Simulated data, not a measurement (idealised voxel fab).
A process module follows: voxel transistor to metal.
The width of the displayed cross-section, cut, is 210 nm; its cells are square, with a size of 5 nm.
Cross-section layout: square cells on a grid; listed as bands, top to bottom; a band spans one or more cell rows. The band entry comprises the height of the band's top followed by the height of its bottom, expressed in nm, and subsequently the band's materials from left to right, each stated together with its width in nm. Where a single material is marked with the word "full width", that material fills the band from edge to edge. The word "blank" represents empty space. Height datum 0, below which the as-received substrate wafer is one material. Lowest band open at the bottom, running downward: "0..down". The width entry "30 to 40" should be interpreted row by row: the top row of cells in the band takes the first number, the bottom row takes the second number, and the change between adjacent rows is uniform throughout. Basically "identical to before" means that step didn't change any cell in the cross-section. Entry "Sealed void list" = empty spaces >= 8 cells with no open way to the top; each as width x height at distance, distance from left edge, all nm. Past the settings on a step's line: simulator remark, on that step. For masked steps, "overlay nm" on the step line gives how far right of plan the mask actually lay; a minus sign means it lay to the left.
# Planned process steps
step 1: op RECEIVE | material Si
step 2: op CONFORMAL_DEP | material SiO2 | thk nm 5
step 3: op CONFORMAL_DEP | material SiN | thk nm 15
step 4: op PATTERN | tone cover | mask id ACTIVE | material resist | width nm 115 | thk nm 15 | overlay nm 0
step 5: op DIRECTIONAL_ETCH | etch materials SiN | depth nm 15
step 6: op DIRECTIONAL_ETCH | etch materials SiO2 | depth nm 5
step 7: op DIRECTIONAL_ETCH | etch materials Si | depth nm 20
step 8: op STRIP | etch materials resist
step 9: op FILL_DEP | material SiO2 | thk nm 10
step 10: op CMP | height nm 20
step 11: op SELECTIVE_ETCH | etch materials SiO2 | depth nm 15
step 12: op STRIP | etch materials SiN
step 13: op SELECTIVE_ETCH | etch materials SiO2 | depth nm 5
step 14: op OXIDIZE | depth nm 5
step 15: op DIRECTIONAL_DEP | material polySi | thk nm 25
step 16: op DIRECTIONAL_DEP | material SiCN | thk nm 10
step 17: op PATTERN | tone cover | mask id GATE | material resist | width nm 25 | thk nm 20 | overlay nm 0
step 18: op DIRECTIONAL_ETCH | etch materials SiCN | depth nm 20
step 19: op DIRECTIONAL_ETCH | etch materials polySi | depth nm 35
step 20: op STRIP | etch materials resist
step 21: op CONFORMAL_DEP | material SiO2 | thk nm 5
step 22: op DIRECTIONAL_ETCH | etch materials SiO2 | depth nm 5
step 23: op CONFORMAL_DEP | material SiN | thk nm 10
step 24: op DIRECTIONAL_ETCH | etch materials SiN | depth nm 10
step 25: op DIRECTIONAL_ETCH | etch materials SiO2 | depth nm 5
step 26: op DIRECTIONAL_ETCH | etch materials Si | depth nm 15
step 27: op EPI | material pSi | thk nm 20
step 28: op FILL_DEP | material SiO2 | thk nm 10
step 29: op CMP | height nm 35
step 30: op DIRECTIONAL_DEP | material SiO2 | thk nm 15
step 31: op DIRECTIONAL_DEP | material aC | thk nm 15
step 32: op PATTERN | tone open | mask id CONTACT | material resist | width nm 30 | pitch nm 65 | thk nm 30 | overlay nm 0
step 33: op DIRECTIONAL_ETCH | etch materials aC | depth nm 15
step 34: op STRIP | etch materials resist
step 35: op DIRECTIONAL_ETCH | etch materials SiO2 | depth nm 35
step 36: op STRIP | etch materials aC
step 37: op CONFORMAL_DEP | material TiN | thk nm 5
step 38: op FILL_DEP | material W | thk nm 10
step 39: op CMP | height nm 50
step 40: op CONFORMAL_DEP | material SiCN | thk nm 5
step 41: op DIRECTIONAL_DEP | material lowk | thk nm 20
step 42: op DIRECTIONAL_DEP | material aC | thk nm 10
step 43: op PATTERN | tone open | mask id METAL_1 | material resist | width nm 15 | pitch nm 80 | thk nm 30 | overlay nm 0
step 44: op DIRECTIONAL_ETCH | etch materials aC | depth nm 10
step 45: op STRIP | etch materials resist
step 46: op DIRECTIONAL_ETCH | etch materials lowk | depth nm 20
step 47: op DIRECTIONAL_ETCH | etch materials SiCN | depth nm 5
step 48: op STRIP | etch materials aC
step 49: op CONFORMAL_DEP | material TiN | thk nm 5
step 50: op FILL_DEP | material W | thk nm 10
step 51: op CMP | height nm 75
step 52: op EPI | material Ru | thk nm 5
step 53: op FILL_DEP | material SiCN | thk nm 5
step 54: op DIRECTIONAL_DEP | material SiO2 | thk nm 30
step 55: op PATTERN | tone open | mask id METAL_2 | material resist | width nm 15 | pitch nm 80 | thk nm 20 | overlay nm 0
step 56: op DIRECTIONAL_ETCH | etch materials SiO2 | depth nm 20
step 57: op STRIP | etch materials resist
step 58: op MASKED_ETCH | tone open | mask id METAL_2_HOLES | width nm 15 | pitch nm 80 | etch materials SiO2 | depth nm 10 | overlay nm 0
step 59: op MASKED_ETCH | tone open | mask id METAL_2_HOLES | width nm 15 | pitch nm 80 | etch materials SiCN | depth nm 5 | overlay nm 0
step 60: op CONFORMAL_DEP | material TiN | thk nm 5
step 61: op FILL_DEP | material Cu | thk nm 10
step 62: op CMP | height nm 115
step 63: op CONFORMAL_DEP | material SiN | thk nm 5
# Delivered wafer in cross-section: state after step 1
	0..down  Si full width
	Sealed void list: none
# Wafer cross-section at end of module: start and plan as shown above, one execution error
	120..115  SiN full width
	115..85  SiO2: 55, then TiN: 5, then Cu: 5, then TiN: 5, then SiO2: 65, then TiN: 5, then Cu: 5, then TiN: 5, then SiO2: 60
	85..80  SiCN: 55, then TiN: 15, then SiCN: 65, then TiN: 15, then SiCN: 60
	80..75  SiCN: 50, then Ru: 25, then SiCN: 55, then Ru: 25, then SiCN: 55
	75..55  lowk: 55, then TiN: 5, then W: 5, then TiN: 5, then lowk: 65, then TiN: 5, then W: 5, then TiN: 5, then lowk: 60
	55..50  SiCN: 55, then TiN: 15, then SiCN: 65, then TiN: 15, then SiCN: 60
	50..35  SiO2: 55, then TiN: 5, then W: 20, then TiN: 5, then SiO2: 35, then TiN: 5, then W: 20, then TiN: 5, then SiO2: 60
	35..25  SiO2: 55, then TiN: 5, then W: 20, then TiN: 5, then SiO2: 5, then SiCN: 25, then SiO2: 5, then TiN: 5, then W: 20, then TiN: 5, then SiO2: 60
	25..20  SiO2: 55, then TiN: 5, then W: 20, then TiN: 5, then SiO2: 5, then polySi: 25, then SiO2: 5, then TiN: 5, then W: 20, then TiN: 5, then SiO2: 60
	20..15  SiO2: 55, then TiN: 30, then SiO2: 5, then polySi: 25, then SiO2: 5, then TiN: 30, then SiO2: 60
	15..0  SiO2: 90, then polySi: 25, then SiO2: 95
	0..-5  SiO2 full width
	-5..-20  SiO2: 45, then Si: 115, then SiO2: 50
	-20..down  Si full width
	Sealed void list: none
The plan and the run diverged here: step 23 deviated from plan and actually ran as op CONFORMAL_DEP | material SiO2 | thk nm 10
